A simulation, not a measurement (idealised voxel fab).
process module | voxel transistor to metal
cross-section cut | 270 nm wide | cells 5 nm
A cross-section is a grid of square cells, given in bands from the top down. A band is one or more rows of cells.
Each band's line starts with the height of the band's top and of its bottom, in nm. Then come its materials from left to right, each with its width in nm. One material with "throughout" fills the band from edge to edge. "air" is empty space.
Height 0 is the level under which the wafer as received is all one material. The lowest band goes on downwards, as in "0 down".
A width such as "30 to 40" changes by the same amount from each row of cells to the next, from the band's top row to its bottom row.
"no change" after a step means that no cell of the cross-section changed.
closed voids: empty space of 8 cells or more with no open way to the top, each as width x height at its distance from the left edge, in nm
after a step's settings: what the simulator itself notes on the step
overlay nm, on a step with a mask: how far to the right of its planned place the mask lay; to the left if negative
plan
1 op RECEIVE | material Si
2 op CONFORMAL_DEP | material SiO2 | thk nm 5
3 op CONFORMAL_DEP | material SiN | thk nm 10
4 op PATTERN | tone cover | mask id ACTIVE | material resist | width nm 95 | pitch nm 125 | thk nm 15 | overlay nm 0
5 op DIRECTIONAL_ETCH | etch materials SiN | depth nm 10
6 op DIRECTIONAL_ETCH | etch materials SiO2 | depth nm 5
7 op DIRECTIONAL_ETCH | etch materials Si | depth nm 20
8 op STRIP | etch materials resist
9 op FILL_DEP | material SiO2 | thk nm 15
10 op CMP | height nm 15
11 op SELECTIVE_ETCH | etch materials SiO2 | depth nm 5
12 op STRIP | etch materials SiN
13 op SELECTIVE_ETCH | etch materials SiO2 | depth nm 5
14 op OXIDIZE | depth nm 5
15 op DIRECTIONAL_DEP | material polySi | thk nm 25
16 op DIRECTIONAL_DEP | material SiCN | thk nm 15
17 op PATTERN | tone cover | mask id GATE | material resist | width nm 25 | pitch nm 125 | thk nm 20 | overlay nm 0
18 op DIRECTIONAL_ETCH | etch materials SiCN | depth nm 25
19 op DIRECTIONAL_ETCH | etch materials polySi | depth nm 35
20 op STRIP | etch materials resist
21 op CONFORMAL_DEP | material SiO2 | thk nm 5
22 op DIRECTIONAL_ETCH | etch materials SiO2 | depth nm 5
23 op CONFORMAL_DEP | material SiN | thk nm 5
24 op DIRECTIONAL_ETCH | etch materials SiN | depth nm 5
25 op DIRECTIONAL_ETCH | etch materials SiO2 | depth nm 5
26 op DIRECTIONAL_ETCH | etch materials Si | depth nm 10
27 op EPI | material nSi | thk nm 10
28 op FILL_DEP | material SiO2 | thk nm 10
29 op CMP | height nm 40
30 op DIRECTIONAL_DEP | material SiO2 | thk nm 15
31 op DIRECTIONAL_DEP | material aC | thk nm 10
32 op PATTERN | tone open | mask id CONTACT | material resist | width nm 15 | thk nm 30 | overlay nm 0
33 op DIRECTIONAL_ETCH | etch materials aC | depth nm 10
34 op STRIP | etch materials resist
35 op DIRECTIONAL_ETCH | etch materials SiO2 | depth nm 50
36 op STRIP | etch materials aC
37 op CONFORMAL_DEP | material TiN | thk nm 5
38 op FILL_DEP | material W | thk nm 10
39 op CMP | height nm 55
40 op CONFORMAL_DEP | material SiCN | thk nm 5
41 op DIRECTIONAL_DEP | material SiO2 | thk nm 20
42 op DIRECTIONAL_DEP | material aC | thk nm 15
43 op PATTERN | tone open | mask id METAL_1 | material resist | width nm 15 | thk nm 30 | overlay nm 0
44 op DIRECTIONAL_ETCH | etch materials aC | depth nm 15
45 op STRIP | etch materials resist
46 op DIRECTIONAL_ETCH | etch materials SiO2 | depth nm 20
47 op DIRECTIONAL_ETCH | etch materials SiCN | depth nm 5
48 op STRIP | etch materials aC
49 op CONFORMAL_DEP | material TiN | thk nm 5
50 op FILL_DEP | material Cu | thk nm 5
51 op CMP | height nm 80
52 op EPI | material Ru | thk nm 5
53 op FILL_DEP | material SiCN | thk nm 5
first wafer, as planned
as received, after step 1
  0 down: Si throughout
  closed voids: none
after step 2
  5 to 0: SiO2 throughout
  below 0: unchanged
after step 3
  15 to 5: SiN throughout
  below 5: unchanged
after step 4
  30 to 15: air 25 | resist 95 | air 30 | resist 95 | air 25
  below 15: unchanged
after step 5
  30 to 15: air 25 | resist 95 | air 30 | resist 95 | air 25
  15 to 5: air 25 | SiN 95 | air 30 | SiN 95 | air 25
  below 5: unchanged
after step 6
  30 to 15: air 25 | resist 95 | air 30 | resist 95 | air 25
  15 to 5: air 25 | SiN 95 | air 30 | SiN 95 | air 25
  5 to 0: air 25 | SiO2 95 | air 30 | SiO2 95 | air 25
  below 0: unchanged
after step 7
  30 to 15: air 25 | resist 95 | air 30 | resist 95 | air 25
  15 to 5: air 25 | SiN 95 | air 30 | SiN 95 | air 25
  5 to 0: air 25 | SiO2 95 | air 30 | SiO2 95 | air 25
  0 to -20: air 25 | Si 95 | air 30 | Si 95 | air 25
  below -20: unchanged
after step 8
  15 to 5: air 25 | SiN 95 | air 30 | SiN 95 | air 25
  below 5: unchanged
after step 9
  30 to 15: SiO2 throughout
  15 to 5: SiO2 25 | SiN 95 | SiO2 30 | SiN 95 | SiO2 25
  5 to 0: SiO2 throughout
  0 to -20: SiO2 25 | Si 95 | SiO2 30 | Si 95 | SiO2 25
  below -20: unchanged
after step 10
  15 to 5: SiO2 25 | SiN 95 | SiO2 30 | SiN 95 | SiO2 25
  below 5: unchanged
after step 11
  15 to 10: air 25 | SiN 95 | air 30 | SiN 95 | air 25
  below 10: unchanged
after step 12
  10 to 5: SiO2 25 | air 95 | SiO2 30 | air 95 | SiO2 25
  below 5: unchanged
after step 13
  5 to 0: SiO2 20 | air 105 | SiO2 20 | air 105 | SiO2 20
  below 0: unchanged
after step 14
  5 to 0: SiO2 20 | air 105 | SiO2 20 | air 105 | SiO2 20
  0 to -5: SiO2 throughout
  below -5: unchanged
after step 15
  30 to 25: polySi 20 | air 105 | polySi 20 | air 105 | polySi 20
  25 to 5: polySi throughout
  5 to 0: SiO2 20 | polySi 105 | SiO2 20 | polySi 105 | SiO2 20
  below 0: unchanged
after step 16
  45 to 40: SiCN 20 | air 105 | SiCN 20 | air 105 | SiCN 20
  40 to 30: SiCN throughout
  30 to 25: polySi 20 | SiCN 105 | polySi 20 | SiCN 105 | polySi 20
  below 25: unchanged
after step 17
  65 to 45: air 60 | resist 25 | air 100 | resist 25 | air 60
  45 to 40: SiCN 20 | air 40 | resist 25 | air 40 | SiCN 20 | air 40 | resist 25 | air 40 | SiCN 20
  below 40: unchanged
after step 18
  65 to 40: air 60 | resist 25 | air 100 | resist 25 | air 60
  40 to 30: air 60 | SiCN 25 | air 100 | SiCN 25 | air 60
  30 to 25: polySi 20 | air 40 | SiCN 25 | air 40 | polySi 20 | air 40 | SiCN 25 | air 40 | polySi 20
  below 25: unchanged
after step 19
  65 to 40: air 60 | resist 25 | air 100 | resist 25 | air 60
  40 to 25: air 60 | SiCN 25 | air 100 | SiCN 25 | air 60
  25 to 5: air 60 | polySi 25 | air 100 | polySi 25 | air 60
  5 to 0: SiO2 20 | air 40 | polySi 25 | air 40 | SiO2 20 | air 40 | polySi 25 | air 40 | SiO2 20
  below 0: unchanged
after step 20
  40 to 25: air 60 | SiCN 25 | air 100 | SiCN 25 | air 60
  below 25: unchanged
after step 21
  45 to 40: air 55 | SiO2 35 | air 90 | SiO2 35 | air 55
  40 to 25: air 55 | SiO2 5 | SiCN 25 | SiO2 5 | air 90 | SiO2 5 | SiCN 25 | SiO2 5 | air 55
  25 to 10: air 55 | SiO2 5 | polySi 25 | SiO2 5 | air 90 | SiO2 5 | polySi 25 | SiO2 5 | air 55
  10 to 5: SiO2 25 | air 30 | SiO2 5 | polySi 25 | SiO2 5 | air 30 | SiO2 30 | air 30 | SiO2 5 | polySi 25 | SiO2 5 | air 30 | SiO2 25
  5 to 0: SiO2 60 | polySi 25 | SiO2 100 | polySi 25 | SiO2 60
  below 0: unchanged
after step 22
  40 to 25: air 55 | SiO2 5 | SiCN 25 | SiO2 5 | air 90 | SiO2 5 | SiCN 25 | SiO2 5 | air 55
  25 to 5: air 55 | SiO2 5 | polySi 25 | SiO2 5 | air 90 | SiO2 5 | polySi 25 | SiO2 5 | air 55
  5 to 0: SiO2 25 | air 30 | SiO2 5 | polySi 25 | SiO2 5 | air 30 | SiO2 30 | air 30 | SiO2 5 | polySi 25 | SiO2 5 | air 30 | SiO2 25
  below 0: unchanged
after step 23
  45 to 40: air 50 | SiN 45 | air 80 | SiN 45 | air 50
  40 to 25: air 50 | SiN 5 | SiO2 5 | SiCN 25 | SiO2 5 | SiN 5 | air 80 | SiN 5 | SiO2 5 | SiCN 25 | SiO2 5 | SiN 5 | air 50
  25 to 10: air 50 | SiN 5 | SiO2 5 | polySi 25 | SiO2 5 | SiN 5 | air 80 | SiN 5 | SiO2 5 | polySi 25 | SiO2 5 | SiN 5 | air 50
  10 to 5: SiN 30 | air 20 | SiN 5 | SiO2 5 | polySi 25 | SiO2 5 | SiN 5 | air 20 | SiN 40 | air 20 | SiN 5 | SiO2 5 | polySi 25 | SiO2 5 | SiN 5 | air 20 | SiN 30
  5 to 0: SiO2 25 | SiN 30 | SiO2 5 | polySi 25 | SiO2 5 | SiN 30 | SiO2 30 | SiN 30 | SiO2 5 | polySi 25 | SiO2 5 | SiN 30 | SiO2 25
  below 0: unchanged
after step 24
  40 to 25: air 50 | SiN 5 | SiO2 5 | SiCN 25 | SiO2 5 | SiN 5 | air 80 | SiN 5 | SiO2 5 | SiCN 25 | SiO2 5 | SiN 5 | air 50
  25 to 5: air 50 | SiN 5 | SiO2 5 | polySi 25 | SiO2 5 | SiN 5 | air 80 | SiN 5 | SiO2 5 | polySi 25 | SiO2 5 | SiN 5 | air 50
  5 to 0: SiO2 25 | SiN 5 | air 20 | SiN 5 | SiO2 5 | polySi 25 | SiO2 5 | SiN 5 | air 20 | SiN 5 | SiO2 30 | SiN 5 | air 20 | SiN 5 | SiO2 5 | polySi 25 | SiO2 5 | SiN 5 | air 20 | SiN 5 | SiO2 25
  below 0: unchanged
after step 25
  40 to 35: air 50 | SiN 5 | air 5 | SiCN 25 | air 5 | SiN 5 | air 80 | SiN 5 | air 5 | SiCN 25 | air 5 | SiN 5 | air 50
  35 to 25: air 50 | SiN 5 | SiO2 5 | SiCN 25 | SiO2 5 | SiN 5 | air 80 | SiN 5 | SiO2 5 | SiCN 25 | SiO2 5 | SiN 5 | air 50
  25 to 5: air 50 | SiN 5 | SiO2 5 | polySi 25 | SiO2 5 | SiN 5 | air 80 | SiN 5 | SiO2 5 | polySi 25 | SiO2 5 | SiN 5 | air 50
  5 to 0: air 25 | SiN 5 | air 20 | SiN 5 | SiO2 5 | polySi 25 | SiO2 5 | SiN 5 | air 20 | SiN 5 | air 30 | SiN 5 | air 20 | SiN 5 | SiO2 5 | polySi 25 | SiO2 5 | SiN 5 | air 20 | SiN 5 | air 25
  0 to -5: SiO2 30 | air 20 | SiO2 45 | air 20 | SiO2 40 | air 20 | SiO2 45 | air 20 | SiO2 30
  below -5: unchanged
after step 26
  40 to 35: air 50 | SiN 5 | air 5 | SiCN 25 | air 5 | SiN 5 | air 80 | SiN 5 | air 5 | SiCN 25 | air 5 | SiN 5 | air 50
  35 to 25: air 50 | SiN 5 | SiO2 5 | SiCN 25 | SiO2 5 | SiN 5 | air 80 | SiN 5 | SiO2 5 | SiCN 25 | SiO2 5 | SiN 5 | air 50
  25 to 5: air 50 | SiN 5 | SiO2 5 | polySi 25 | SiO2 5 | SiN 5 | air 80 | SiN 5 | SiO2 5 | polySi 25 | SiO2 5 | SiN 5 | air 50
  5 to 0: air 25 | SiN 5 | air 20 | SiN 5 | SiO2 5 | polySi 25 | SiO2 5 | SiN 5 | air 20 | SiN 5 | air 30 | SiN 5 | air 20 | SiN 5 | SiO2 5 | polySi 25 | SiO2 5 | SiN 5 | air 20 | SiN 5 | air 25
  0 to -5: SiO2 30 | air 20 | SiO2 45 | air 20 | SiO2 40 | air 20 | SiO2 45 | air 20 | SiO2 30
  -5 to -15: SiO2 25 | Si 5 | air 20 | Si 45 | air 20 | Si 5 | SiO2 30 | Si 5 | air 20 | Si 45 | air 20 | Si 5 | SiO2 25
  below -15: unchanged
after step 27
  40 to 35: air 50 | SiN 5 | air 5 | SiCN 25 | air 5 | SiN 5 | air 80 | SiN 5 | air 5 | SiCN 25 | air 5 | SiN 5 | air 50
  35 to 25: air 50 | SiN 5 | SiO2 5 | SiCN 25 | SiO2 5 | SiN 5 | air 80 | SiN 5 | SiO2 5 | SiCN 25 | SiO2 5 | SiN 5 | air 50
  25 to 5: air 50 | SiN 5 | SiO2 5 | polySi 25 | SiO2 5 | SiN 5 | air 80 | SiN 5 | SiO2 5 | polySi 25 | SiO2 5 | SiN 5 | air 50
  5 to 0: air 25 | SiN 5 | nSi 20 | SiN 5 | SiO2 5 | polySi 25 | SiO2 5 | SiN 5 | nSi 20 | SiN 5 | air 30 | SiN 5 | nSi 20 | SiN 5 | SiO2 5 | polySi 25 | SiO2 5 | SiN 5 | nSi 20 | SiN 5 | air 25
  0 to -5: SiO2 30 | nSi 20 | SiO2 45 | nSi 20 | SiO2 40 | nSi 20 | SiO2 45 | nSi 20 | SiO2 30
  -5 to -15: SiO2 25 | Si 5 | nSi 20 | Si 45 | nSi 20 | Si 5 | SiO2 30 | Si 5 | nSi 20 | Si 45 | nSi 20 | Si 5 | SiO2 25
  below -15: unchanged
after step 28
  50 to 40: SiO2 throughout
  40 to 25: SiO2 50 | SiN 5 | SiO2 5 | SiCN 25 | SiO2 5 | SiN 5 | SiO2 80 | SiN 5 | SiO2 5 | SiCN 25 | SiO2 5 | SiN 5 | SiO2 50
  25 to 5: SiO2 50 | SiN 5 | SiO2 5 | polySi 25 | SiO2 5 | SiN 5 | SiO2 80 | SiN 5 | SiO2 5 | polySi 25 | SiO2 5 | SiN 5 | SiO2 50
  5 to 0: SiO2 25 | SiN 5 | nSi 20 | SiN 5 | SiO2 5 | polySi 25 | SiO2 5 | SiN 5 | nSi 20 | SiN 5 | SiO2 30 | SiN 5 | nSi 20 | SiN 5 | SiO2 5 | polySi 25 | SiO2 5 | SiN 5 | nSi 20 | SiN 5 | SiO2 25
  below 0: unchanged
after step 29
  40 to 25: SiO2 50 | SiN 5 | SiO2 5 | SiCN 25 | SiO2 5 | SiN 5 | SiO2 80 | SiN 5 | SiO2 5 | SiCN 25 | SiO2 5 | SiN 5 | SiO2 50
  below 25: unchanged
after step 30
  55 to 40: SiO2 throughout
  below 40: unchanged
after step 31
  65 to 55: aC throughout
  below 55: unchanged
after step 32
  95 to 65: resist 30 | air 15 | resist 55 | air 15 | resist 40 | air 15 | resist 55 | air 15 | resist 30
  below 65: unchanged
after step 33
  85 to 65: resist 30 | air 15 | resist 55 | air 15 | resist 40 | air 15 | resist 55 | air 15 | resist 30
  65 to 55: aC 30 | air 15 | aC 55 | air 15 | aC 40 | air 15 | aC 55 | air 15 | aC 30
  below 55: unchanged
after step 34
  65 to 55: aC 30 | air 15 | aC 55 | air 15 | aC 40 | air 15 | aC 55 | air 15 | aC 30
  below 55: unchanged
after step 35
  65 to 55: aC 30 | air 15 | aC 55 | air 15 | aC 40 | air 15 | aC 55 | air 15 | aC 30
  55 to 40: SiO2 30 | air 15 | SiO2 55 | air 15 | SiO2 40 | air 15 | SiO2 55 | air 15 | SiO2 30
  40 to 25: SiO2 30 | air 15 | SiO2 5 | SiN 5 | SiO2 5 | SiCN 25 | SiO2 5 | SiN 5 | SiO2 5 | air 15 | SiO2 40 | air 15 | SiO2 5 | SiN 5 | SiO2 5 | SiCN 25 | SiO2 5 | SiN 5 | SiO2 5 | air 15 | SiO2 30
  25 to 5: SiO2 30 | air 15 | SiO2 5 | SiN 5 | SiO2 5 | polySi 25 | SiO2 5 | SiN 5 | SiO2 5 | air 15 | SiO2 40 | air 15 | SiO2 5 | SiN 5 | SiO2 5 | polySi 25 | SiO2 5 | SiN 5 | SiO2 5 | air 15 | SiO2 30
  below 5: unchanged
after step 36
  55 to 40: SiO2 30 | air 15 | SiO2 55 | air 15 | SiO2 40 | air 15 | SiO2 55 | air 15 | SiO2 30
  below 40: unchanged
after step 37
  60 to 55: TiN 35 | air 5 | TiN 65 | air 5 | TiN 50 | air 5 | TiN 65 | air 5 | TiN 35
  55 to 40: SiO2 30 | TiN 5 | air 5 | TiN 5 | SiO2 55 | TiN 5 | air 5 | TiN 5 | SiO2 40 | TiN 5 | air 5 | TiN 5 | SiO2 55 | TiN 5 | air 5 | TiN 5 | SiO2 30
  40 to 25: SiO2 30 | TiN 5 | air 5 | TiN 5 | SiO2 5 | SiN 5 | SiO2 5 | SiCN 25 | SiO2 5 | SiN 5 | SiO2 5 | TiN 5 | air 5 | TiN 5 | SiO2 40 | TiN 5 | air 5 | TiN 5 | SiO2 5 | SiN 5 | SiO2 5 | SiCN 25 | SiO2 5 | SiN 5 | SiO2 5 | TiN 5 | air 5 | TiN 5 | SiO2 30
  25 to 10: SiO2 30 | TiN 5 | air 5 | TiN 5 | SiO2 5 | SiN 5 | SiO2 5 | polySi 25 | SiO2 5 | SiN 5 | SiO2 5 | TiN 5 | air 5 | TiN 5 | SiO2 40 | TiN 5 | air 5 | TiN 5 | SiO2 5 | SiN 5 | SiO2 5 | polySi 25 | SiO2 5 | SiN 5 | SiO2 5 | TiN 5 | air 5 | TiN 5 | SiO2 30
  10 to 5: SiO2 30 | TiN 15 | SiO2 5 | SiN 5 | SiO2 5 | polySi 25 | SiO2 5 | SiN 5 | SiO2 5 | TiN 15 | SiO2 40 | TiN 15 | SiO2 5 | SiN 5 | SiO2 5 | polySi 25 | SiO2 5 | SiN 5 | SiO2 5 | TiN 15 | SiO2 30
  below 5: unchanged
after step 38
  70 to 60: W throughout
  60 to 55: TiN 35 | W 5 | TiN 65 | W 5 | TiN 50 | W 5 | TiN 65 | W 5 | TiN 35
  55 to 40: SiO2 30 | TiN 5 | W 5 | TiN 5 | SiO2 55 | TiN 5 | W 5 | TiN 5 | SiO2 40 | TiN 5 | W 5 | TiN 5 | SiO2 55 | TiN 5 | W 5 | TiN 5 | SiO2 30
  40 to 25: SiO2 30 | TiN 5 | W 5 | TiN 5 | SiO2 5 | SiN 5 | SiO2 5 | SiCN 25 | SiO2 5 | SiN 5 | SiO2 5 | TiN 5 | W 5 | TiN 5 | SiO2 40 | TiN 5 | W 5 | TiN 5 | SiO2 5 | SiN 5 | SiO2 5 | SiCN 25 | SiO2 5 | SiN 5 | SiO2 5 | TiN 5 | W 5 | TiN 5 | SiO2 30
  25 to 10: SiO2 30 | TiN 5 | W 5 | TiN 5 | SiO2 5 | SiN 5 | SiO2 5 | polySi 25 | SiO2 5 | SiN 5 | SiO2 5 | TiN 5 | W 5 | TiN 5 | SiO2 40 | TiN 5 | W 5 | TiN 5 | SiO2 5 | SiN 5 | SiO2 5 | polySi 25 | SiO2 5 | SiN 5 | SiO2 5 | TiN 5 | W 5 | TiN 5 | SiO2 30
  below 10: unchanged
after step 39
  55 to 40: SiO2 30 | TiN 5 | W 5 | TiN 5 | SiO2 55 | TiN 5 | W 5 | TiN 5 | SiO2 40 | TiN 5 | W 5 | TiN 5 | SiO2 55 | TiN 5 | W 5 | TiN 5 | SiO2 30
  below 40: unchanged
after step 40
  60 to 55: SiCN throughout
  below 55: unchanged
after step 41
  80 to 60: SiO2 throughout
  below 60: unchanged
after step 42
  95 to 80: aC throughout
  below 80: unchanged
after step 43
  125 to 95: resist 30 | air 15 | resist 55 | air 15 | resist 40 | air 15 | resist 55 | air 15 | resist 30
  below 95: unchanged
after step 44
  110 to 95: resist 30 | air 15 | resist 55 | air 15 | resist 40 | air 15 | resist 55 | air 15 | resist 30
  95 to 80: aC 30 | air 15 | aC 55 | air 15 | aC 40 | air 15 | aC 55 | air 15 | aC 30
  below 80: unchanged
after step 45
  95 to 80: aC 30 | air 15 | aC 55 | air 15 | aC 40 | air 15 | aC 55 | air 15 | aC 30
  below 80: unchanged
after step 46
  95 to 80: aC 30 | air 15 | aC 55 | air 15 | aC 40 | air 15 | aC 55 | air 15 | aC 30
  80 to 60: SiO2 30 | air 15 | SiO2 55 | air 15 | SiO2 40 | air 15 | SiO2 55 | air 15 | SiO2 30
  below 60: unchanged
after step 47
  95 to 80: aC 30 | air 15 | aC 55 | air 15 | aC 40 | air 15 | aC 55 | air 15 | aC 30
  80 to 60: SiO2 30 | air 15 | SiO2 55 | air 15 | SiO2 40 | air 15 | SiO2 55 | air 15 | SiO2 30
  60 to 55: SiCN 30 | air 15 | SiCN 55 | air 15 | SiCN 40 | air 15 | SiCN 55 | air 15 | SiCN 30
  below 55: unchanged
after step 48
  80 to 60: SiO2 30 | air 15 | SiO2 55 | air 15 | SiO2 40 | air 15 | SiO2 55 | air 15 | SiO2 30
  below 60: unchanged
after step 49
  85 to 80: TiN 35 | air 5 | TiN 65 | air 5 | TiN 50 | air 5 | TiN 65 | air 5 | TiN 35
  80 to 60: SiO2 30 | TiN 5 | air 5 | TiN 5 | SiO2 55 | TiN 5 | air 5 | TiN 5 | SiO2 40 | TiN 5 | air 5 | TiN 5 | SiO2 55 | TiN 5 | air 5 | TiN 5 | SiO2 30
  60 to 55: SiCN 30 | TiN 15 | SiCN 55 | TiN 15 | SiCN 40 | TiN 15 | SiCN 55 | TiN 15 | SiCN 30
  below 55: unchanged
after step 50
  90 to 85: Cu throughout
  85 to 80: TiN 35 | Cu 5 | TiN 65 | Cu 5 | TiN 50 | Cu 5 | TiN 65 | Cu 5 | TiN 35
  80 to 60: SiO2 30 | TiN 5 | Cu 5 | TiN 5 | SiO2 55 | TiN 5 | Cu 5 | TiN 5 | SiO2 40 | TiN 5 | Cu 5 | TiN 5 | SiO2 55 | TiN 5 | Cu 5 | TiN 5 | SiO2 30
  below 60: unchanged
after step 51
  80 to 60: SiO2 30 | TiN 5 | Cu 5 | TiN 5 | SiO2 55 | TiN 5 | Cu 5 | TiN 5 | SiO2 40 | TiN 5 | Cu 5 | TiN 5 | SiO2 55 | TiN 5 | Cu 5 | TiN 5 | SiO2 30
  below 60: unchanged
after step 52
  85 to 80: air 25 | Ru 25 | air 45 | Ru 25 | air 30 | Ru 25 | air 45 | Ru 25 | air 25
  below 80: unchanged
after step 53
  90 to 85: SiCN throughout
  85 to 80: SiCN 25 | Ru 25 | SiCN 45 | Ru 25 | SiCN 30 | Ru 25 | SiCN 45 | Ru 25 | SiCN 25
  below 80: unchanged
second wafer: like start, like plan, one mistake. Through step 29 it matches the first wafer
when step 30 should have ended
  70 to 40: SiO2 throughout
  below 40: unchanged
when step 31 should have ended
  80 to 70: aC throughout
  below 70: unchanged
when step 32 should have ended
  110 to 80: resist 30 | air 15 | resist 55 | air 15 | resist 40 | air 15 | resist 55 | air 15 | resist 30
  below 80: unchanged
when step 33 should have ended
  100 to 80: resist 30 | air 15 | resist 55 | air 15 | resist 40 | air 15 | resist 55 | air 15 | resist 30
  80 to 70: aC 30 | air 15 | aC 55 | air 15 | aC 40 | air 15 | aC 55 | air 15 | aC 30
  below 70: unchanged
when step 34 should have ended
  80 to 70: aC 30 | air 15 | aC 55 | air 15 | aC 40 | air 15 | aC 55 | air 15 | aC 30
  below 70: unchanged
when step 35 should have ended
  80 to 70: aC 30 | air 15 | aC 55 | air 15 | aC 40 | air 15 | aC 55 | air 15 | aC 30
  70 to 40: SiO2 30 | air 15 | SiO2 55 | air 15 | SiO2 40 | air 15 | SiO2 55 | air 15 | SiO2 30
  40 to 25: SiO2 30 | air 15 | SiO2 5 | SiN 5 | SiO2 5 | SiCN 25 | SiO2 5 | SiN 5 | SiO2 5 | air 15 | SiO2 40 | air 15 | SiO2 5 | SiN 5 | SiO2 5 | SiCN 25 | SiO2 5 | SiN 5 | SiO2 5 | air 15 | SiO2 30
  25 to 20: SiO2 30 | air 15 | SiO2 5 | SiN 5 | SiO2 5 | polySi 25 | SiO2 5 | SiN 5 | SiO2 5 | air 15 | SiO2 40 | air 15 | SiO2 5 | SiN 5 | SiO2 5 | polySi 25 | SiO2 5 | SiN 5 | SiO2 5 | air 15 | SiO2 30
  below 20: unchanged
when step 36 should have ended
  70 to 40: SiO2 30 | air 15 | SiO2 55 | air 15 | SiO2 40 | air 15 | SiO2 55 | air 15 | SiO2 30
  below 40: unchanged
when step 37 should have ended
  75 to 70: TiN 35 | air 5 | TiN 65 | air 5 | TiN 50 | air 5 | TiN 65 | air 5 | TiN 35
  70 to 40: SiO2 30 | TiN 5 | air 5 | TiN 5 | SiO2 55 | TiN 5 | air 5 | TiN 5 | SiO2 40 | TiN 5 | air 5 | TiN 5 | SiO2 55 | TiN 5 | air 5 | TiN 5 | SiO2 30
  40 to 25: SiO2 30 | TiN 5 | air 5 | TiN 5 | SiO2 5 | SiN 5 | SiO2 5 | SiCN 25 | SiO2 5 | SiN 5 | SiO2 5 | TiN 5 | air 5 | TiN 5 | SiO2 40 | TiN 5 | air 5 | TiN 5 | SiO2 5 | SiN 5 | SiO2 5 | SiCN 25 | SiO2 5 | SiN 5 | SiO2 5 | TiN 5 | air 5 | TiN 5 | SiO2 30
  25 to 20: SiO2 30 | TiN 15 | SiO2 5 | SiN 5 | SiO2 5 | polySi 25 | SiO2 5 | SiN 5 | SiO2 5 | TiN 15 | SiO2 40 | TiN 15 | SiO2 5 | SiN 5 | SiO2 5 | polySi 25 | SiO2 5 | SiN 5 | SiO2 5 | TiN 15 | SiO2 30
  below 20: unchanged
when step 38 should have ended
  85 to 75: W throughout
  75 to 70: TiN 35 | W 5 | TiN 65 | W 5 | TiN 50 | W 5 | TiN 65 | W 5 | TiN 35
  70 to 40: SiO2 30 | TiN 5 | W 5 | TiN 5 | SiO2 55 | TiN 5 | W 5 | TiN 5 | SiO2 40 | TiN 5 | W 5 | TiN 5 | SiO2 55 | TiN 5 | W 5 | TiN 5 | SiO2 30
  40 to 25: SiO2 30 | TiN 5 | W 5 | TiN 5 | SiO2 5 | SiN 5 | SiO2 5 | SiCN 25 | SiO2 5 | SiN 5 | SiO2 5 | TiN 5 | W 5 | TiN 5 | SiO2 40 | TiN 5 | W 5 | TiN 5 | SiO2 5 | SiN 5 | SiO2 5 | SiCN 25 | SiO2 5 | SiN 5 | SiO2 5 | TiN 5 | W 5 | TiN 5 | SiO2 30
  below 25: unchanged
when step 39 should have ended
  55 to 40: SiO2 30 | TiN 5 | W 5 | TiN 5 | SiO2 55 | TiN 5 | W 5 | TiN 5 | SiO2 40 | TiN 5 | W 5 | TiN 5 | SiO2 55 | TiN 5 | W 5 | TiN 5 | SiO2 30
  below 40: unchanged
when step 40 should have ended
  60 to 55: SiCN throughout
  below 55: unchanged
when step 41 should have ended
  80 to 60: SiO2 throughout
  below 60: unchanged
when step 42 should have ended
  95 to 80: aC throughout
  below 80: unchanged
when step 43 should have ended
  125 to 95: resist 30 | air 15 | resist 55 | air 15 | resist 40 | air 15 | resist 55 | air 15 | resist 30
  below 95: unchanged
when step 44 should have ended
  110 to 95: resist 30 | air 15 | resist 55 | air 15 | resist 40 | air 15 | resist 55 | air 15 | resist 30
  95 to 80: aC 30 | air 15 | aC 55 | air 15 | aC 40 | air 15 | aC 55 | air 15 | aC 30
  below 80: unchanged
when step 45 should have ended
  95 to 80: aC 30 | air 15 | aC 55 | air 15 | aC 40 | air 15 | aC 55 | air 15 | aC 30
  below 80: unchanged
when step 46 should have ended
  95 to 80: aC 30 | air 15 | aC 55 | air 15 | aC 40 | air 15 | aC 55 | air 15 | aC 30
  80 to 60: SiO2 30 | air 15 | SiO2 55 | air 15 | SiO2 40 | air 15 | SiO2 55 | air 15 | SiO2 30
  below 60: unchanged
when step 47 should have ended
  95 to 80: aC 30 | air 15 | aC 55 | air 15 | aC 40 | air 15 | aC 55 | air 15 | aC 30
  80 to 60: SiO2 30 | air 15 | SiO2 55 | air 15 | SiO2 40 | air 15 | SiO2 55 | air 15 | SiO2 30
  60 to 55: SiCN 30 | air 15 | SiCN 55 | air 15 | SiCN 40 | air 15 | SiCN 55 | air 15 | SiCN 30
  below 55: unchanged
when step 48 should have ended
  80 to 60: SiO2 30 | air 15 | SiO2 55 | air 15 | SiO2 40 | air 15 | SiO2 55 | air 15 | SiO2 30
  below 60: unchanged
when step 49 should have ended
  85 to 80: TiN 35 | air 5 | TiN 65 | air 5 | TiN 50 | air 5 | TiN 65 | air 5 | TiN 35
  80 to 60: SiO2 30 | TiN 5 | air 5 | TiN 5 | SiO2 55 | TiN 5 | air 5 | TiN 5 | SiO2 40 | TiN 5 | air 5 | TiN 5 | SiO2 55 | TiN 5 | air 5 | TiN 5 | SiO2 30
  60 to 55: SiCN 30 | TiN 15 | SiCN 55 | TiN 15 | SiCN 40 | TiN 15 | SiCN 55 | TiN 15 | SiCN 30
  below 55: unchanged
when step 50 should have ended
  90 to 85: Cu throughout
  85 to 80: TiN 35 | Cu 5 | TiN 65 | Cu 5 | TiN 50 | Cu 5 | TiN 65 | Cu 5 | TiN 35
  80 to 60: SiO2 30 | TiN 5 | Cu 5 | TiN 5 | SiO2 55 | TiN 5 | Cu 5 | TiN 5 | SiO2 40 | TiN 5 | Cu 5 | TiN 5 | SiO2 55 | TiN 5 | Cu 5 | TiN 5 | SiO2 30
  below 60: unchanged
when step 51 should have ended
  80 to 60: SiO2 30 | TiN 5 | Cu 5 | TiN 5 | SiO2 55 | TiN 5 | Cu 5 | TiN 5 | SiO2 40 | TiN 5 | Cu 5 | TiN 5 | SiO2 55 | TiN 5 | Cu 5 | TiN 5 | SiO2 30
  below 60: unchanged
when step 52 should have ended
  85 to 80: air 25 | Ru 25 | air 45 | Ru 25 | air 30 | Ru 25 | air 45 | Ru 25 | air 25
  below 80: unchanged
when step 53 should have ended
  90 to 85: SiCN throughout
  85 to 80: SiCN 25 | Ru 25 | SiCN 45 | Ru 25 | SiCN 30 | Ru 25 | SiCN 45 | Ru 25 | SiCN 25
  below 80: unchanged
what went wrong: step 30 was run twice
at the end the second wafer has, in cells: 36 more of SiO2 | 24 fewer of TiN | 12 fewer of W
